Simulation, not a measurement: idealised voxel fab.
Process module in this document: voxel local oxidation
Displayed cross-section: cut, width of 155 nm, square cells sized 5 nm.
Just so we're on the same page, the cross-sections are grids of square cells, and they're listed out in bands top to bottom, each band one or more rows deep.
Band: top height; bottom height; in nm. Then, left to right: material with width in nm, for each material. "all across": a single material spanning edge to edge. "empty": empty space.
Heights are expressed relative to 0, this being the level below which the as-received wafer comprises one material exclusively. The lowest band is unbounded in the downward direction and is denoted as in "z 0 and below".
Read "30 to 40" as a graded width: first number on top, second number at the bottom, same change between each pair of neighbouring rows.
The designation "no alterations made", where it is given for a processing step, indicates that no cell of the cross-section was altered in the course of that step.
Heads up: "Closed internal voids" only lists the empty pockets with no open path to the top that are 8 cells or more, and it writes them as width x height at distance, distance from the left edge, in nm.
Post-settings text on a step line: simulator's own remark regarding the step.
"overlay nm" denotes, for a step that has a mask, the displacement of the mask to the right of its planned place, with negative values corresponding to the left.

## So here's the lineup of process steps we planned
1 RECEIVE | material Si
2 CONFORMAL_DEP | material SiO2 | thk nm 5
3 CONFORMAL_DEP | material SiN | thk nm 10
4 DIRECTIONAL_DEP | material aC | thk nm 5
5 PATTERN | tone cover | mask id ACTIVE | material resist | width nm 90 | thk nm 35 | overlay nm 0
6 DIRECTIONAL_ETCH | etch materials aC | depth nm 15
7 STRIP | etch materials resist
8 DIRECTIONAL_ETCH | etch materials SiN | depth nm 10
9 STRIP | etch materials aC
10 SELECTIVE_ETCH | etch materials SiO2 | depth nm 5
11 OXIDIZE | depth nm 10
12 STRIP | etch materials SiN
For this document, wafers share an identical start and vary in the step 4 thk nm; the plan quotes the first wafer's value.

## This is how the first of several wafers looked in cross-section when it arrived, which is after step 1
- z 0 and below = Si all across
- Closed internal voids: none

## First of several wafers: cross-section at the end of the module, after step 12, its last step
- z 5 to 0 = 35 of empty | 80 of SiO2 | 40 of empty
- z 0 to -10 = 45 of SiO2 | 60 of Si | 50 of SiO2
- z -10 and below = Si all across
- Closed internal voids: none

## last wafer at the end
- z 5 to 0 = SiO2 all across
- z 0 and below = Si all across
- Closed internal voids: none

## Gained (+) or lost (-) cells of each material since receipt, then closed voids: one row per wafer, at the end of the module
thk nm 5 | -38 Si | +54 SiO2 | Closed internal voids: none
thk nm 10 | -38 Si | +54 SiO2 | Closed internal voids: none
thk nm 15 | -38 Si | +54 SiO2 | Closed internal voids: none
thk nm 20 | +31 SiO2 | Closed internal voids: none
thk nm 25 | +31 SiO2 | Closed internal voids: none
thk nm 30 | +31 SiO2 | Closed internal voids: none
